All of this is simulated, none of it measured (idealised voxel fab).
process module | voxel wiring stack
cross-section cut | 245 nm wide | cells 5 nm
A cross-section is a grid of square cells, given in bands from the top down. A band is one or more rows of cells.
Each band's line starts with the height of the band's top and of its bottom, in nm. Then come its materials from left to right, each with its width in nm. One material with "throughout" fills the band from edge to edge. "air" is empty space.
Height 0 is the level under which the wafer as received is all one material. The lowest band goes on downwards, as in "0 down".
A width such as "30 to 40" changes by the same amount from each row of cells to the next, from the band's top row to its bottom row.
"no change" after a step means that no cell of the cross-section changed.
closed voids: empty space of 8 cells or more with no open way to the top, each as width x height at its distance from the left edge, in nm
after a step's settings: what the simulator itself notes on the step
overlay nm, on a step with a mask: how far to the right of its planned place the mask lay; to the left if negative
Each pair below shows a cross-section before one step and the cross-section after it, down to the lowest band that changed. The line under each pair gives the step between them, with its settings. The pairs can come from different runs of this module on the same starting wafer, so a pair continues from the pair above only where its "before" says so.
before
  80 to 60: lowk 85 | air 30 | lowk 15 | air 30 | lowk 85
  60 to 45: lowk 85 | air 15 | lowk 145
  45 to 40: SiCN 85 | air 15 | SiCN 145
  40 to 35: Ru 90 | SiCN 20 | Ru 25 | SiCN 20 | Ru 90
  35 to 15: Ru 80 | TiN 5 | lowk 30 | TiN 5 | Ru 5 | TiN 5 | lowk 30 | TiN 5 | Ru 80
  15 to 10: TiN 85 | SiN 30 | TiN 15 | SiN 30 | TiN 85
  10 to 0: SiO2 throughout
  0 down: Si throughout
  closed voids: none
after
  85 to 80: TiN 90 | air 20 | TiN 25 | air 20 | TiN 90
  80 to 65: lowk 85 | TiN 5 | air 20 | TiN 5 | lowk 15 | TiN 5 | air 20 | TiN 5 | lowk 85
  65 to 60: lowk 85 | TiN 5 | air 5 | TiN 20 | lowk 15 | TiN 30 | lowk 85
  60 to 45: lowk 85 | TiN 5 | air 5 | TiN 5 | lowk 145
  45 to 40: SiCN 85 | TiN 15 | SiCN 145
  below 40: unchanged
  closed voids: none
the step between: op CONFORMAL_DEP | material TiN | thk nm 5
before: the cross-section after the pair above
after
  90 to 85: Cu throughout
  85 to 80: TiN 90 | Cu 20 | TiN 25 | Cu 20 | TiN 90
  80 to 65: lowk 85 | TiN 5 | Cu 20 | TiN 5 | lowk 15 | TiN 5 | Cu 20 | TiN 5 | lowk 85
  65 to 60: lowk 85 | TiN 5 | Cu 5 | TiN 20 | lowk 15 | TiN 30 | lowk 85
  60 to 45: lowk 85 | TiN 5 | Cu 5 | TiN 5 | lowk 145
  below 45: unchanged
  closed voids: none
the step between: op FILL_DEP | material Cu | thk nm 5
before: the cross-section after the pair above
after
  80 to 65: lowk 85 | TiN 5 | Cu 20 | TiN 5 | lowk 15 | TiN 5 | Cu 20 | TiN 5 | lowk 85
  below 65: unchanged
  closed voids: none
the step between: op CMP | height nm 80
before: the cross-section after the pair above
after
  85 to 80: SiCN throughout
  below 80: unchanged
  closed voids: none
the step between: op CONFORMAL_DEP | material SiCN | thk nm 5
